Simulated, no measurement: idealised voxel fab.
Proc. module: voxel ribs on slabs
For reference, the cross-section in this document is cut, with width 145 nm and square cells of 5 nm.
If you're reading a cross-section in this doc, picture square cells in a grid; it comes to you as bands, top ones listed first down to the bottom, and a band can be one or more rows of cells.
In this notation a band is specified by the heights of its top and bottom, in that order and in nm, after which its materials appear from left to right, each paired with its width in nm. The word "everywhere" attached to a single material means that material fills the band from edge to edge; the word "air" stands for empty space.
We count height from 0. Below that, the starting wafer is all one material. The lowest band never ends at the bottom but goes on down; see "top 0, no bottom" for how that is written.
A width such as "30..40" changes by the same amount from each row of cells to the next, from the band's top row to its bottom row.
"nothing altered" -> step changed no cross-section cell.
Entry "Sealed internal cavities" = empty spaces >= 8 cells with no open way to the top; each as width x height at distance, distance from left edge, all nm.
Post-settings text on a step line: simulator's own remark regarding the step.
overlay nm: right-of-plan distance of the mask on a masked step; negative values mean left-of-plan.
Here's what the planned process steps look like:
1 op RECEIVE | material Si
2 op DIRECTIONAL_DEP | material SiO2 | thk nm 25
3 op DIRECTIONAL_DEP | material polySi | thk nm 25
4 op MASKED_ETCH | tone cover | mask id RIB | width nm 20 | etch materials polySi | depth nm 10 | overlay nm 0
5 op MASKED_ETCH | tone cover | mask id SLAB | width nm 70 | etch materials polySi | depth nm 15 | overlay nm 0
6 op FILL_DEP | material SiO2 | thk nm 20
7 op CMP | height nm 65
8 op DIRECTIONAL_DEP | material W | thk nm 10
9 op DIRECTIONAL_DEP | material aC | thk nm 15
10 op PATTERN | tone cover | mask id HEATER | material resist | width nm 30 | thk nm 30 | overlay nm 0
11 op DIRECTIONAL_ETCH | etch materials aC | depth nm 15
12 op STRIP | etch materials resist
13 op DIRECTIONAL_ETCH | etch materials W | depth nm 10
14 op STRIP | etch materials aC
15 op CONFORMAL_DEP | material SiN | thk nm 10
Cross-section of the wafer upon arrival, representing the state reached after step 1:
> top 0, no bottom: Si everywhere
> Sealed internal cavities: none
Post-module cross-section of the first of two wafers (run per plan):
> top 85, bottom 75: 45 nm air / 50 nm SiN / 50 nm air
> top 75, bottom 65: 55 nm SiN / 30 nm W / 60 nm SiN
> top 65, bottom 50: SiO2 everywhere
> top 50, bottom 40: 60 nm SiO2 / 20 nm polySi / 65 nm SiO2
> top 40, bottom 25: 35 nm SiO2 / 70 nm polySi / 40 nm SiO2
> top 25, bottom 0: SiO2 everywhere
> top 0, no bottom: Si everywhere
> Sealed internal cavities: none
Cross-sectional view: second of two wafers, end of module; start and plan identical to the first, one mistake in running:
> top 85, bottom 75: 45 nm air / 50 nm SiN / 50 nm air
> top 75, bottom 65: 55 nm SiN / 30 nm W / 60 nm SiN
> top 65, bottom 0: SiO2 everywhere
> top 0, no bottom: Si everywhere
> Sealed internal cavities: none
Deviation from plan: step 3: run off-plan, actual operation and settings op DIRECTIONAL_DEP | material SiO2 | thk nm 25
Counted in cells at the end, the second wafer holds more or fewer of these materials than the first: 50 more of SiO2, 50 fewer of polySi
